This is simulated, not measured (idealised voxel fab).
A process module follows: voxel self aligned vias.
Shown is cross-section cut, with a width of 270 nm and square cells of size 5 nm.
We lay out every cross-section as a grid of square cells and spell it out in bands from the top down, where one band means one or more rows of cells. Within each band entry, the heights of the top and of the bottom of the band appear first, in that order and in nm; the materials of the band then follow from left to right, each with its corresponding width in nm. The designation "edge to edge" on a single material indicates that it fills the band from edge to edge; the designation "blank" indicates empty space. Where do heights start? At 0: under that level the wafer as delivered is made of one material only. And the lowest band has no floor; it just carries on downward, as in "0 down". Quick explanation for "30->40": the width changes in equal steps down the rows of cells, from the first number in the band's top row to the second number in its bottom row. No cell of the cross-section changed in a step that is given as "remained unchanged". Closed-off voids of 8+ cells (no open route to the top) go in "Closed voids list", written width x height at distance from the left edge, in nm. Read whatever lies past the settings on a step's line as the simulator's own remark about the step. "overlay nm" denotes, for a step that has a mask, the displacement of the mask to the right of its planned place, with negative values corresponding to the left.
[The steps planned for the process are as follows]
1 op RECEIVE | material Si
2 op CONFORMAL_DEP | material SiO2 | thk nm 10
3 op CONFORMAL_DEP | material SiCN | thk nm 5
4 op DIRECTIONAL_DEP | material SiO2 | thk nm 30
5 op PATTERN | tone open | mask id LINES | material resist | width nm 25 | pitch nm 65 | thk nm 20 | overlay nm 0
6 op DIRECTIONAL_ETCH | etch materials SiO2 | depth nm 30
7 op STRIP | etch materials resist
8 op CONFORMAL_DEP | material TiN | thk nm 5
9 op FILL_DEP | material W | thk nm 10
10 op CMP | height nm 45
11 op SELECTIVE_ETCH | etch materials W Ru TiN | depth nm 5
12 op FILL_DEP | material SiN | thk nm 5
13 op CMP | height nm 45
14 op DIRECTIONAL_DEP | material SiO2 | thk nm 20
15 op MASKED_ETCH | tone open | mask id VIAS | width nm 25 | pitch nm 65 | etch materials SiO2 | depth nm 20 | overlay nm 0
16 op MASKED_ETCH | tone open | mask id VIAS | width nm 35 | pitch nm 65 | etch materials SiN | depth nm 5 | overlay nm 0
17 op CONFORMAL_DEP | material TiN | thk nm 5
18 op FILL_DEP | material Cu | thk nm 10
19 op CMP | height nm 65
20 op CONFORMAL_DEP | material SiCN | thk nm 5
Every wafer here starts from the same state; it is the step 15 width nm that distinguishes them, and the value the plan gives belongs to the first wafer.
[The as-received cross-section of the first of several wafers corresponds to the state after step 1]
- 0 down: Si edge to edge
- Closed voids list: none
[Note: the following table is arranged by wafer, a row apiece. Each row reports the end-of-module state: per material, cells gained (+) or cells lost (-) compared with the wafer as received; closed voids follow]
width nm 25 | +36 Cu | +108 SiCN | +498 SiO2 | +78 TiN | +36 W | Closed voids list: none
width nm 30 | +45 Cu | +108 SiCN | +486 SiO2 | +81 TiN | +36 W | Closed voids list: none
width nm 35 | +54 Cu | +108 SiCN | +474 SiO2 | +84 TiN | +36 W | Closed voids list: none
width nm 40 | +63 Cu | +108 SiCN | +462 SiO2 | +87 TiN | +36 W | Closed voids list: none
width nm 45 | +72 Cu | +108 SiCN | +450 SiO2 | +90 TiN | +36 W | Closed voids list: none
width nm 50 | +81 Cu | +108 SiCN | +438 SiO2 | +93 TiN | +36 W | Closed voids list: none
